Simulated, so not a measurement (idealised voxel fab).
This section sets out a process module, namely voxel capacitor over wiring.
The cross-section shown here is cut; it is 265 nm wide and divided into square cells measuring 5 nm on a side.
When this document writes out a cross-section, it uses a grid of square cells and lists it as bands, beginning at the top and moving down, with a band standing for one or more rows of cells. Quick guide to a band line: top height, bottom height (nm) up front; then every material left to right with its width in nm. Only one material and it's marked "throughout"? Then it fills the band edge to edge. And "empty" just means empty space. Heads up on the height convention: 0 is the point under which the incoming wafer is all one material, and the lowest band has no bottom, it just keeps going down, like "0 down". Width spec "30 to 40" -> top row of cells at first value, bottom row at second value, equal per-row change in between. "nothing different" after a step means that no cell of the cross-section changed. Listed in "Fully enclosed voids": every empty space of 8 or more cells without an open way to the top. Form: width x height at distance, the distance being from the left edge, all in nm. after a step's settings: what the simulator itself notes on the step. overlay nm, on a step with a mask: how far to the right of its planned place the mask lay; to the left if negative.

Planned process steps:
1) RECEIVE [material Si]
2) CONFORMAL_DEP [material SiO2] [thk nm 15]
3) CONFORMAL_DEP [material SiCN] [thk nm 5]
4) DIRECTIONAL_DEP [material lowk] [thk nm 20]
5) DIRECTIONAL_DEP [material aC] [thk nm 10]
6) PATTERN [tone open] [mask id METAL_1] [material resist] [width nm 30] [pitch nm 80] [thk nm 25] [overlay nm 0]
7) DIRECTIONAL_ETCH [etch materials aC] [depth nm 10]
8) STRIP [etch materials resist]
9) DIRECTIONAL_ETCH [etch materials lowk] [depth nm 20]
10) DIRECTIONAL_ETCH [etch materials SiCN] [depth nm 5]
11) STRIP [etch materials aC]
12) CONFORMAL_DEP [material TiN] [thk nm 5]
13) FILL_DEP [material Ru] [thk nm 10]
14) CMP [height nm 40]
15) EPI [material Ru] [thk nm 5]
16) FILL_DEP [material SiCN] [thk nm 5]
17) DIRECTIONAL_DEP [material SiO2] [thk nm 20]
18) DIRECTIONAL_DEP [material aC] [thk nm 10]
19) PATTERN [tone open] [mask id PLUG_1] [material resist] [width nm 15] [thk nm 25] [overlay nm 0]
20) DIRECTIONAL_ETCH [etch materials aC] [depth nm 10]
21) STRIP [etch materials resist]
22) DIRECTIONAL_ETCH [etch materials SiO2] [depth nm 20]
23) DIRECTIONAL_ETCH [etch materials SiCN] [depth nm 5]
24) STRIP [etch materials aC]
25) CONFORMAL_DEP [material TiN] [thk nm 5]
26) FILL_DEP [material Cu] [thk nm 5]
27) CMP [height nm 70]
28) DIRECTIONAL_DEP [material TiN] [thk nm 5]
29) DIRECTIONAL_DEP [material SiN] [thk nm 5]
30) DIRECTIONAL_DEP [material TiN] [thk nm 5]
31) DIRECTIONAL_DEP [material aC] [thk nm 15]
32) PATTERN [tone cover] [mask id UPPER_PLATE] [material resist] [width nm 55] [thk nm 30] [overlay nm 0]
33) DIRECTIONAL_ETCH [etch materials aC] [depth nm 15]
34) STRIP [etch materials resist]
35) DIRECTIONAL_ETCH [etch materials TiN] [depth nm 5]
36) DIRECTIONAL_ETCH [etch materials SiN] [depth nm 5]
37) STRIP [etch materials aC]
38) MASKED_ETCH [tone cover] [mask id LOWER_PLATE] [width nm 65] [etch materials TiN] [depth nm 5] [overlay nm 0]
39) FILL_DEP [material SiO2] [thk nm 15]
40) CMP [height nm 95]
41) MASKED_ETCH [tone open] [mask id PLUG_2] [width nm 15] [etch materials SiO2] [depth nm 10] [overlay nm 0]
42) CONFORMAL_DEP [material TiN] [thk nm 5]
43) FILL_DEP [material Cu] [thk nm 5]
44) CMP [height nm 95]
45) CONFORMAL_DEP [material SiCN] [thk nm 5]

Below: the first of two wafers, run as planned:

Cross-section of the wafer upon arrival, representing the state reached after step 1:
> 0 down = Si throughout
> Fully enclosed voids: none

Sectional view: wafer, after step 2:
> 15 to 0 = SiO2 throughout
> No changes below 0.

Sectional view: wafer, after step 3:
> 20 to 15 = SiCN throughout
> No changes below 15.

Sectional view: wafer, after step 4:
> 40 to 20 = lowk throughout
> No changes below 20.

Sectional view: wafer, after step 5:
> 50 to 40 = aC throughout
> No changes below 40.

Sectional view: wafer, after step 6:
> 75 to 50 = resist 75 | empty 30 | resist 50 | empty 30 | resist 80
> No changes below 50.

Sectional view: wafer, after step 7:
> 65 to 50 = resist 75 | empty 30 | resist 50 | empty 30 | resist 80
> 50 to 40 = aC 75 | empty 30 | aC 50 | empty 30 | aC 80
> No changes below 40.

Sectional view: wafer, after step 8:
> 50 to 40 = aC 75 | empty 30 | aC 50 | empty 30 | aC 80
> No changes below 40.

Sectional view: wafer, after step 9:
> 50 to 40 = aC 75 | empty 30 | aC 50 | empty 30 | aC 80
> 40 to 20 = lowk 75 | empty 30 | lowk 50 | empty 30 | lowk 80
> No changes below 20.

Sectional view: wafer, after step 10:
> 50 to 40 = aC 75 | empty 30 | aC 50 | empty 30 | aC 80
> 40 to 20 = lowk 75 | empty 30 | lowk 50 | empty 30 | lowk 80
> 20 to 15 = SiCN 75 | empty 30 | SiCN 50 | empty 30 | SiCN 80
> No changes below 15.

Sectional view: wafer, after step 11:
> 40 to 20 = lowk 75 | empty 30 | lowk 50 | empty 30 | lowk 80
> No changes below 20.

Sectional view: wafer, after step 12:
> 45 to 40 = TiN 80 | empty 20 | TiN 60 | empty 20 | TiN 85
> 40 to 20 = lowk 75 | TiN 5 | empty 20 | TiN 5 | lowk 50 | TiN 5 | empty 20 | TiN 5 | lowk 80
> 20 to 15 = SiCN 75 | TiN 30 | SiCN 50 | TiN 30 | SiCN 80
> No changes below 15.

Sectional view: wafer, after step 13:
> 55 to 45 = Ru throughout
> 45 to 40 = TiN 80 | Ru 20 | TiN 60 | Ru 20 | TiN 85
> 40 to 20 = lowk 75 | TiN 5 | Ru 20 | TiN 5 | lowk 50 | TiN 5 | Ru 20 | TiN 5 | lowk 80
> No changes below 20.

Sectional view: wafer, after step 14:
> 40 to 20 = lowk 75 | TiN 5 | Ru 20 | TiN 5 | lowk 50 | TiN 5 | Ru 20 | TiN 5 | lowk 80
> No changes below 20.

Sectional view: wafer, after step 15:
> 45 to 40 = empty 70 | Ru 40 | empty 40 | Ru 40 | empty 75
> No changes below 40.

Sectional view: wafer, after step 16:
> 50 to 45 = SiCN throughout
> 45 to 40 = SiCN 70 | Ru 40 | SiCN 40 | Ru 40 | SiCN 75
> No changes below 40.

Sectional view: wafer, after step 17:
> 70 to 50 = SiO2 throughout
> No changes below 50.

Sectional view: wafer, after step 18:
> 80 to 70 = aC throughout
> No changes below 70.

Sectional view: wafer, after step 19:
> 105 to 80 = resist 90 | empty 15 | resist 160
> No changes below 80.

Sectional view: wafer, after step 20:
> 95 to 80 = resist 90 | empty 15 | resist 160
> 80 to 70 = aC 90 | empty 15 | aC 160
> No changes below 70.

Sectional view: wafer, after step 21:
> 80 to 70 = aC 90 | empty 15 | aC 160
> No changes below 70.

Sectional view: wafer, after step 22:
> 80 to 70 = aC 90 | empty 15 | aC 160
> 70 to 50 = SiO2 90 | empty 15 | SiO2 160
> No changes below 50.

Sectional view: wafer, after step 23:
> 80 to 70 = aC 90 | empty 15 | aC 160
> 70 to 50 = SiO2 90 | empty 15 | SiO2 160
> 50 to 45 = SiCN 90 | empty 15 | SiCN 160
> No changes below 45.

Sectional view: wafer, after step 24:
> 70 to 50 = SiO2 90 | empty 15 | SiO2 160
> No changes below 50.

Sectional view: wafer, after step 25:
> 75 to 70 = TiN 95 | empty 5 | TiN 165
> 70 to 50 = SiO2 90 | TiN 5 | empty 5 | TiN 5 | SiO2 160
> 50 to 45 = SiCN 90 | TiN 15 | SiCN 160
> No changes below 45.

Sectional view: wafer, after step 26:
> 80 to 75 = Cu throughout
> 75 to 70 = TiN 95 | Cu 5 | TiN 165
> 70 to 50 = SiO2 90 | TiN 5 | Cu 5 | TiN 5 | SiO2 160
> No changes below 50.

Sectional view: wafer, after step 27:
> 70 to 50 = SiO2 90 | TiN 5 | Cu 5 | TiN 5 | SiO2 160
> No changes below 50.

Sectional view: wafer, after step 28:
> 75 to 70 = TiN throughout
> No changes below 70.

Sectional view: wafer, after step 29:
> 80 to 75 = SiN throughout
> No changes below 75.

Sectional view: wafer, after step 30:
> 85 to 80 = TiN throughout
> No changes below 80.

Sectional view: wafer, after step 31:
> 100 to 85 = aC throughout
> No changes below 85.

Sectional view: wafer, after step 32:
> 130 to 100 = empty 90 | resist 55 | empty 120
> No changes below 100.

Sectional view: wafer, after step 33:
> 115 to 100 = empty 90 | resist 55 | empty 120
> 100 to 85 = empty 90 | aC 55 | empty 120
> No changes below 85.

Sectional view: wafer, after step 34:
> 100 to 85 = empty 90 | aC 55 | empty 120
> No changes below 85.

Sectional view: wafer, after step 35:
> 100 to 85 = empty 90 | aC 55 | empty 120
> 85 to 80 = empty 90 | TiN 55 | empty 120
> No changes below 80.

Sectional view: wafer, after step 36:
> 100 to 85 = empty 90 | aC 55 | empty 120
> 85 to 80 = empty 90 | TiN 55 | empty 120
> 80 to 75 = empty 90 | SiN 55 | empty 120
> No changes below 75.

Sectional view: wafer, after step 37:
> 85 to 80 = empty 90 | TiN 55 | empty 120
> No changes below 80.

Sectional view: wafer, after step 38:
> 85 to 80 = empty 90 | TiN 55 | empty 120
> 80 to 75 = empty 90 | SiN 55 | empty 120
> 75 to 70 = empty 85 | TiN 65 | empty 115
> No changes below 70.

Sectional view: wafer, after step 39:
> 100 to 85 = SiO2 throughout
> 85 to 80 = SiO2 90 | TiN 55 | SiO2 120
> 80 to 75 = SiO2 90 | SiN 55 | SiO2 120
> 75 to 70 = SiO2 85 | TiN 65 | SiO2 115
> No changes below 70.

Sectional view: wafer, after step 40:
> 95 to 85 = SiO2 throughout
> No changes below 85.

Sectional view: wafer, after step 41:
> 95 to 85 = SiO2 100 | empty 15 | SiO2 150
> No changes below 85.

Sectional view: wafer, after step 42:
> 100 to 95 = TiN 105 | empty 5 | TiN 155
> 95 to 90 = SiO2 100 | TiN 5 | empty 5 | TiN 5 | SiO2 150
> 90 to 80 = SiO2 100 to 90 | TiN 15 to 55 | SiO2 150 to 120
> No changes below 80.

Sectional view: wafer, after step 43:
> 105 to 100 = Cu throughout
> 100 to 95 = TiN 105 | Cu 5 | TiN 155
> 95 to 90 = SiO2 100 | TiN 5 | Cu 5 | TiN 5 | SiO2 150
> No changes below 90.

Sectional view: wafer, after step 44:
> 95 to 90 = SiO2 100 | TiN 5 | Cu 5 | TiN 5 | SiO2 150
> No changes below 90.

Sectional view: wafer, after step 45:
> 100 to 95 = SiCN throughout
> No changes below 95.

Here the second wafer is described. Its start and its plan were those of the first wafer. Its run contained one mistake. Up to and including step 29, it did exactly what the first wafer did:

X-section, second wafer, when step 30 was due to finish: nothing different

X-section, second wafer, when step 31 was due to finish:
> 95 to 80 = aC throughout
> No changes below 80.

X-section, second wafer, when step 32 was due to finish:
> 125 to 95 = empty 90 | resist 55 | empty 120
> No changes below 95.

X-section, second wafer, when step 33 was due to finish:
> 110 to 95 = empty 90 | resist 55 | empty 120
> 95 to 80 = empty 90 | aC 55 | empty 120
> No changes below 80.

X-section, second wafer, when step 34 was due to finish:
> 95 to 80 = empty 90 | aC 55 | empty 120
> No changes below 80.

X-section, second wafer, when step 35 was due to finish: nothing different

X-section, second wafer, when step 36 was due to finish:
> 95 to 80 = empty 90 | aC 55 | empty 120
> 80 to 75 = empty 90 | SiN 55 | empty 120
> No changes below 75.

X-section, second wafer, when step 37 was due to finish:
> 80 to 75 = empty 90 | SiN 55 | empty 120
> No changes below 75.

X-section, second wafer, when step 38 was due to finish:
> 80 to 75 = empty 90 | SiN 55 | empty 120
> 75 to 70 = empty 85 | TiN 65 | empty 115
> No changes below 70.

X-section, second wafer, when step 39 was due to finish:
> 95 to 80 = SiO2 throughout
> 80 to 75 = SiO2 90 | SiN 55 | SiO2 120
> 75 to 70 = SiO2 85 | TiN 65 | SiO2 115
> No changes below 70.

X-section, second wafer, when step 40 was due to finish: nothing different

X-section, second wafer, when step 41 was due to finish:
> 95 to 85 = SiO2 100 | empty 15 | SiO2 150
> No changes below 85.

X-section, second wafer, when step 42 was due to finish:
> 100 to 95 = TiN 105 | empty 5 | TiN 155
> 95 to 90 = SiO2 100 | TiN 5 | empty 5 | TiN 5 | SiO2 150
> 90 to 85 = SiO2 100 | TiN 15 | SiO2 150
> No changes below 85.

X-section, second wafer, when step 43 was due to finish:
> 105 to 100 = Cu throughout
> 100 to 95 = TiN 105 | Cu 5 | TiN 155
> 95 to 90 = SiO2 100 | TiN 5 | Cu 5 | TiN 5 | SiO2 150
> No changes below 90.

X-section, second wafer, when step 44 was due to finish:
> 95 to 90 = SiO2 100 | TiN 5 | Cu 5 | TiN 5 | SiO2 150
> No changes below 90.

X-section, second wafer, when step 45 was due to finish:
> 100 to 95 = SiCN throughout
> No changes below 95.
What broke from the plan during processing? skipped: plan step 30 (never run)
Count the cells at the end and the second wafer has more or fewer of some materials than the first: +11 SiO2, -11 TiN
